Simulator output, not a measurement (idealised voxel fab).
process module | voxel air gaps
cross-section cut | 150 nm wide | cells 5 nm
A cross-section is a grid of square cells, given in bands from the top down. A band is one or more rows of cells.
Each band's line starts with the height of the band's top and of its bottom, in nm. Then come its materials from left to right, each with its width in nm. One material with "throughout" fills the band from edge to edge. "air" is empty space.
Height 0 is the level under which the wafer as received is all one material. The lowest band goes on downwards, as in "0 down".
A width such as "30 to 40" changes by the same amount from each row of cells to the next, from the band's top row to its bottom row.
"no change" after a step means that no cell of the cross-section changed.
closed voids: empty space of 8 cells or more with no open way to the top, each as width x height at its distance from the left edge, in nm
after a step's settings: what the simulator itself notes on the step
overlay nm, on a step with a mask: how far to the right of its planned place the mask lay; to the left if negative
plan
1 op RECEIVE | material Si
2 op CONFORMAL_DEP | material SiO2 | thk nm 10
3 op CONFORMAL_DEP | material SiN | thk nm 5
4 op DIRECTIONAL_DEP | material SiO2 | thk nm 30
5 op MASKED_ETCH | tone open | mask id LINES | width nm 15 | pitch nm 45 | etch materials SiO2 | depth nm 30 | overlay nm 0
6 op CONFORMAL_DEP | material TiN | thk nm 5
7 op FILL_DEP | material Ru | thk nm 10
8 op CMP | height nm 45
9 op EPI | material Ru | thk nm 10
10 op SELECTIVE_ETCH | etch materials SiO2 | depth nm 40
11 op CONFORMAL_DEP | material SiN | thk nm 5
as received, after step 1
  0 down: Si throughout
  closed voids: none
first wafer at the end, as planned
  60 to 55: air 5 | SiN 135 | air 10
  55 to 45: air 5 | SiN 5 | Ru 35 | SiN 10 | Ru 35 | SiN 10 | Ru 35 | SiN 5 | air 10
  45 to 40: air 5 | SiN 15 | TiN 5 | Ru 5 | TiN 5 | SiN 30 | TiN 5 | Ru 5 | TiN 5 | SiN 30 | TiN 5 | Ru 5 | TiN 5 | SiN 15 | air 10
  40 to 20: air 15 | SiN 5 | TiN 5 | Ru 5 | TiN 5 | SiN 5 | air 20 | SiN 5 | TiN 5 | Ru 5 | TiN 5 | SiN 5 | air 20 | SiN 5 | TiN 5 | Ru 5 | TiN 5 | SiN 5 | air 20
  20 to 15: SiN 20 | TiN 15 | SiN 30 | TiN 15 | SiN 30 | TiN 15 | SiN 25
  15 to 10: SiN throughout
  10 to 0: SiO2 throughout
  0 down: Si throughout
  closed voids: 20 x 20 at 40; 20 x 20 at 85
second wafer at the end: like start, like plan, one mistake
  60 to 55: air 5 | SiN 140 | air 5
  55 to 45: air 5 | SiN 5 | Ru 40 | SiN 5 | Ru 40 | SiN 5 | Ru 40 | SiN 5 | air 5
  45 to 40: air 5 | SiN 15 | TiN 5 | Ru 10 | TiN 5 | SiN 25 | TiN 5 | Ru 10 | TiN 5 | SiN 25 | TiN 5 | Ru 10 | TiN 5 | SiN 15 | air 5
  40 to 20: air 15 | SiN 5 | TiN 5 | Ru 10 | TiN 5 | SiN 5 | air 15 | SiN 5 | TiN 5 | Ru 10 | TiN 5 | SiN 5 | air 15 | SiN 5 | TiN 5 | Ru 10 | TiN 5 | SiN 5 | air 15
  20 to 15: SiN 20 | TiN 20 | SiN 25 | TiN 20 | SiN 25 | TiN 20 | SiN 20
  15 to 10: SiN throughout
  10 to 0: SiO2 throughout
  0 down: Si throughout
  closed voids: 15 x 20 at 45; 15 x 20 at 90
what went wrong: step 5 ran as: op MASKED_ETCH | tone open | mask id LINES | width nm 20 | pitch nm 45 | etch materials SiO2 | depth nm 30 | overlay nm 0
at the end the second wafer has, in cells: 21 more of Ru | 8 fewer of SiN | 3 more of TiN
